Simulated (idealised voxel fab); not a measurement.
process module | voxel trench capacitor
cross-section cut | 240 nm wide | cells 5 nm
A cross-section is a grid of square cells, given in bands from the top down. A band is one or more rows of cells.
Each band's line starts with the height of the band's top and of its bottom, in nm. Then come its materials from left to right, each with its width in nm. One material with "throughout" fills the band from edge to edge. "air" is empty space.
Height 0 is the level under which the wafer as received is all one material. The lowest band goes on downwards, as in "0 down".
A width such as "30 to 40" changes by the same amount from each row of cells to the next, from the band's top row to its bottom row.
"no change" after a step means that no cell of the cross-section changed.
closed voids: empty space of 8 cells or more with no open way to the top, each as width x height at its distance from the left edge, in nm
after a step's settings: what the simulator itself notes on the step
overlay nm, on a step with a mask: how far to the right of its planned place the mask lay; to the left if negative
plan
1 op RECEIVE | material Si
2 op CONFORMAL_DEP | material SiN | thk nm 5
3 op PATTERN | tone open | mask id TRENCH | material resist | width nm 25 | pitch nm 40 | thk nm 15 | overlay nm 0
4 op DIRECTIONAL_ETCH | etch materials SiN | depth nm 5
5 op DIRECTIONAL_ETCH | etch materials Si | depth nm 40
6 op STRIP | etch materials resist
7 op CONFORMAL_DEP | material Al2O3 | thk nm 5
8 op CONFORMAL_DEP | material TiN | thk nm 5
9 op FILL_DEP | material W | thk nm 5
10 op CMP | height nm 5
first wafer, as planned
as received, after step 1
  0 down: Si throughout
  closed voids: none
after step 2
  5 to 0: SiN throughout
  below 0: unchanged
after step 3
  20 to 5: resist 45 | air 25 | resist 15 | air 25 | resist 15 | air 25 | resist 15 | air 25 | resist 50
  below 5: unchanged
after step 4
  20 to 5: resist 45 | air 25 | resist 15 | air 25 | resist 15 | air 25 | resist 15 | air 25 | resist 50
  5 to 0: SiN 45 | air 25 | SiN 15 | air 25 | SiN 15 | air 25 | SiN 15 | air 25 | SiN 50
  below 0: unchanged
after step 5
  20 to 5: resist 45 | air 25 | resist 15 | air 25 | resist 15 | air 25 | resist 15 | air 25 | resist 50
  5 to 0: SiN 45 | air 25 | SiN 15 | air 25 | SiN 15 | air 25 | SiN 15 | air 25 | SiN 50
  0 to -40: Si 45 | air 25 | Si 15 | air 25 | Si 15 | air 25 | Si 15 | air 25 | Si 50
  below -40: unchanged
after step 6
  5 to 0: SiN 45 | air 25 | SiN 15 | air 25 | SiN 15 | air 25 | SiN 15 | air 25 | SiN 50
  below 0: unchanged
after step 7
  10 to 5: Al2O3 50 | air 15 | Al2O3 25 | air 15 | Al2O3 25 | air 15 | Al2O3 25 | air 15 | Al2O3 55
  5 to 0: SiN 45 | Al2O3 5 | air 15 | Al2O3 5 | SiN 15 | Al2O3 5 | air 15 | Al2O3 5 | SiN 15 | Al2O3 5 | air 15 | Al2O3 5 | SiN 15 | Al2O3 5 | air 15 | Al2O3 5 | SiN 50
  0 to -35: Si 45 | Al2O3 5 | air 15 | Al2O3 5 | Si 15 | Al2O3 5 | air 15 | Al2O3 5 | Si 15 | Al2O3 5 | air 15 | Al2O3 5 | Si 15 | Al2O3 5 | air 15 | Al2O3 5 | Si 50
  -35 to -40: Si 45 | Al2O3 25 | Si 15 | Al2O3 25 | Si 15 | Al2O3 25 | Si 15 | Al2O3 25 | Si 50
  below -40: unchanged
after step 8
  15 to 10: TiN 55 | air 5 | TiN 35 | air 5 | TiN 35 | air 5 | TiN 35 | air 5 | TiN 60
  10 to 5: Al2O3 50 | TiN 5 | air 5 | TiN 5 | Al2O3 25 | TiN 5 | air 5 | TiN 5 | Al2O3 25 | TiN 5 | air 5 | TiN 5 | Al2O3 25 | TiN 5 | air 5 | TiN 5 | Al2O3 55
  5 to 0: SiN 45 | Al2O3 5 | TiN 5 | air 5 | TiN 5 | Al2O3 5 | SiN 15 | Al2O3 5 | TiN 5 | air 5 | TiN 5 | Al2O3 5 | SiN 15 | Al2O3 5 | TiN 5 | air 5 | TiN 5 | Al2O3 5 | SiN 15 | Al2O3 5 | TiN 5 | air 5 | TiN 5 | Al2O3 5 | SiN 50
  0 to -30: Si 45 | Al2O3 5 | TiN 5 | air 5 | TiN 5 | Al2O3 5 | Si 15 | Al2O3 5 | TiN 5 | air 5 | TiN 5 | Al2O3 5 | Si 15 | Al2O3 5 | TiN 5 | air 5 | TiN 5 | Al2O3 5 | Si 15 | Al2O3 5 | TiN 5 | air 5 | TiN 5 | Al2O3 5 | Si 50
  -30 to -35: Si 45 | Al2O3 5 | TiN 15 | Al2O3 5 | Si 15 | Al2O3 5 | TiN 15 | Al2O3 5 | Si 15 | Al2O3 5 | TiN 15 | Al2O3 5 | Si 15 | Al2O3 5 | TiN 15 | Al2O3 5 | Si 50
  below -35: unchanged
after step 9
  20 to 15: W throughout
  15 to 10: TiN 55 | W 5 | TiN 35 | W 5 | TiN 35 | W 5 | TiN 35 | W 5 | TiN 60
  10 to 5: Al2O3 50 | TiN 5 | W 5 | TiN 5 | Al2O3 25 | TiN 5 | W 5 | TiN 5 | Al2O3 25 | TiN 5 | W 5 | TiN 5 | Al2O3 25 | TiN 5 | W 5 | TiN 5 | Al2O3 55
  5 to 0: SiN 45 | Al2O3 5 | TiN 5 | W 5 | TiN 5 | Al2O3 5 | SiN 15 | Al2O3 5 | TiN 5 | W 5 | TiN 5 | Al2O3 5 | SiN 15 | Al2O3 5 | TiN 5 | W 5 | TiN 5 | Al2O3 5 | SiN 15 | Al2O3 5 | TiN 5 | W 5 | TiN 5 | Al2O3 5 | SiN 50
  0 to -30: Si 45 | Al2O3 5 | TiN 5 | W 5 | TiN 5 | Al2O3 5 | Si 15 | Al2O3 5 | TiN 5 | W 5 | TiN 5 | Al2O3 5 | Si 15 | Al2O3 5 | TiN 5 | W 5 | TiN 5 | Al2O3 5 | Si 15 | Al2O3 5 | TiN 5 | W 5 | TiN 5 | Al2O3 5 | Si 50
  below -30: unchanged
after step 10
  5 to 0: SiN 45 | Al2O3 5 | TiN 5 | W 5 | TiN 5 | Al2O3 5 | SiN 15 | Al2O3 5 | TiN 5 | W 5 | TiN 5 | Al2O3 5 | SiN 15 | Al2O3 5 | TiN 5 | W 5 | TiN 5 | Al2O3 5 | SiN 15 | Al2O3 5 | TiN 5 | W 5 | TiN 5 | Al2O3 5 | SiN 50
  below 0: unchanged
second wafer: like start, like plan, one mistake. Through step 7 it matches the first wafer
when step 8 should have ended
  15 to 10: SiN 55 | air 5 | SiN 35 | air 5 | SiN 35 | air 5 | SiN 35 | air 5 | SiN 60
  10 to 5: Al2O3 50 | SiN 5 | air 5 | SiN 5 | Al2O3 25 | SiN 5 | air 5 | SiN 5 | Al2O3 25 | SiN 5 | air 5 | SiN 5 | Al2O3 25 | SiN 5 | air 5 | SiN 5 | Al2O3 55
  5 to 0: SiN 45 | Al2O3 5 | SiN 5 | air 5 | SiN 5 | Al2O3 5 | SiN 15 | Al2O3 5 | SiN 5 | air 5 | SiN 5 | Al2O3 5 | SiN 15 | Al2O3 5 | SiN 5 | air 5 | SiN 5 | Al2O3 5 | SiN 15 | Al2O3 5 | SiN 5 | air 5 | SiN 5 | Al2O3 5 | SiN 50
  0 to -30: Si 45 | Al2O3 5 | SiN 5 | air 5 | SiN 5 | Al2O3 5 | Si 15 | Al2O3 5 | SiN 5 | air 5 | SiN 5 | Al2O3 5 | Si 15 | Al2O3 5 | SiN 5 | air 5 | SiN 5 | Al2O3 5 | Si 15 | Al2O3 5 | SiN 5 | air 5 | SiN 5 | Al2O3 5 | Si 50
  -30 to -35: Si 45 | Al2O3 5 | SiN 15 | Al2O3 5 | Si 15 | Al2O3 5 | SiN 15 | Al2O3 5 | Si 15 | Al2O3 5 | SiN 15 | Al2O3 5 | Si 15 | Al2O3 5 | SiN 15 | Al2O3 5 | Si 50
  below -35: unchanged
when step 9 should have ended
  20 to 15: W throughout
  15 to 10: SiN 55 | W 5 | SiN 35 | W 5 | SiN 35 | W 5 | SiN 35 | W 5 | SiN 60
  10 to 5: Al2O3 50 | SiN 5 | W 5 | SiN 5 | Al2O3 25 | SiN 5 | W 5 | SiN 5 | Al2O3 25 | SiN 5 | W 5 | SiN 5 | Al2O3 25 | SiN 5 | W 5 | SiN 5 | Al2O3 55
  5 to 0: SiN 45 | Al2O3 5 | SiN 5 | W 5 | SiN 5 | Al2O3 5 | SiN 15 | Al2O3 5 | SiN 5 | W 5 | SiN 5 | Al2O3 5 | SiN 15 | Al2O3 5 | SiN 5 | W 5 | SiN 5 | Al2O3 5 | SiN 15 | Al2O3 5 | SiN 5 | W 5 | SiN 5 | Al2O3 5 | SiN 50
  0 to -30: Si 45 | Al2O3 5 | SiN 5 | W 5 | SiN 5 | Al2O3 5 | Si 15 | Al2O3 5 | SiN 5 | W 5 | SiN 5 | Al2O3 5 | Si 15 | Al2O3 5 | SiN 5 | W 5 | SiN 5 | Al2O3 5 | Si 15 | Al2O3 5 | SiN 5 | W 5 | SiN 5 | Al2O3 5 | Si 50
  below -30: unchanged
when step 10 should have ended
  5 to 0: SiN 45 | Al2O3 5 | SiN 5 | W 5 | SiN 5 | Al2O3 5 | SiN 15 | Al2O3 5 | SiN 5 | W 5 | SiN 5 | Al2O3 5 | SiN 15 | Al2O3 5 | SiN 5 | W 5 | SiN 5 | Al2O3 5 | SiN 15 | Al2O3 5 | SiN 5 | W 5 | SiN 5 | Al2O3 5 | SiN 50
  below 0: unchanged
what went wrong: step 8 ran as: op CONFORMAL_DEP | material SiN | thk nm 5
at the end the second wafer has, in cells: 68 more of SiN | 68 fewer of TiN
